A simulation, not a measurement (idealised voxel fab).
process module | voxel tone inversion
cross-section cut | 300 nm wide | cells 5 nm
A cross-section is a grid of square cells, given in bands from the top down. A band is one or more rows of cells.
Each band's line starts with the height of the band's top and of its bottom, in nm. Then come its materials from left to right, each with its width in nm. One material with "throughout" fills the band from edge to edge. "air" is empty space.
Height 0 is the level under which the wafer as received is all one material. The lowest band goes on downwards, as in "0 down".
A width such as "30 to 40" changes by the same amount from each row of cells to the next, from the band's top row to its bottom row.
"no change" after a step means that no cell of the cross-section changed.
closed voids: empty space of 8 cells or more with no open way to the top, each as width x height at its distance from the left edge, in nm
after a step's settings: what the simulator itself notes on the step
overlay nm, on a step with a mask: how far to the right of its planned place the mask lay; to the left if negative
plan
1 op RECEIVE | material Si
2 op CONFORMAL_DEP | material SiN | thk nm 10
3 op DIRECTIONAL_DEP | material aC | thk nm 25
4 op PATTERN | tone cover | mask id POSTS | material resist | width nm 20 | pitch nm 35 | thk nm 35 | overlay nm -15
5 op DIRECTIONAL_ETCH | etch materials aC | depth nm 25
6 op STRIP | etch materials resist
7 op FILL_DEP | material SiO2 | thk nm 5
8 op CMP | height nm 35
9 op STRIP | etch materials aC
varied across the wafers: overlay nm of step 4. The plan shows the first wafer's value. All wafers start alike
first wafer as received, after step 1
  0 down: Si throughout
  closed voids: none
each wafer at the end: cells of each material gained (+) or lost (-) since it was received, then its closed voids
overlay nm -15 | +120 SiN | +260 SiO2 | closed voids: none
overlay nm -10 | +120 SiN | +260 SiO2 | closed voids: none
overlay nm -5 | +120 SiN | +260 SiO2 | closed voids: none
overlay nm 0 | +120 SiN | +260 SiO2 | closed voids: none
overlay nm 5 | +120 SiN | +260 SiO2 | closed voids: none
overlay nm 10 | +120 SiN | +260 SiO2 | closed voids: none
overlay nm 15 | +120 SiN | +260 SiO2 | closed voids: none
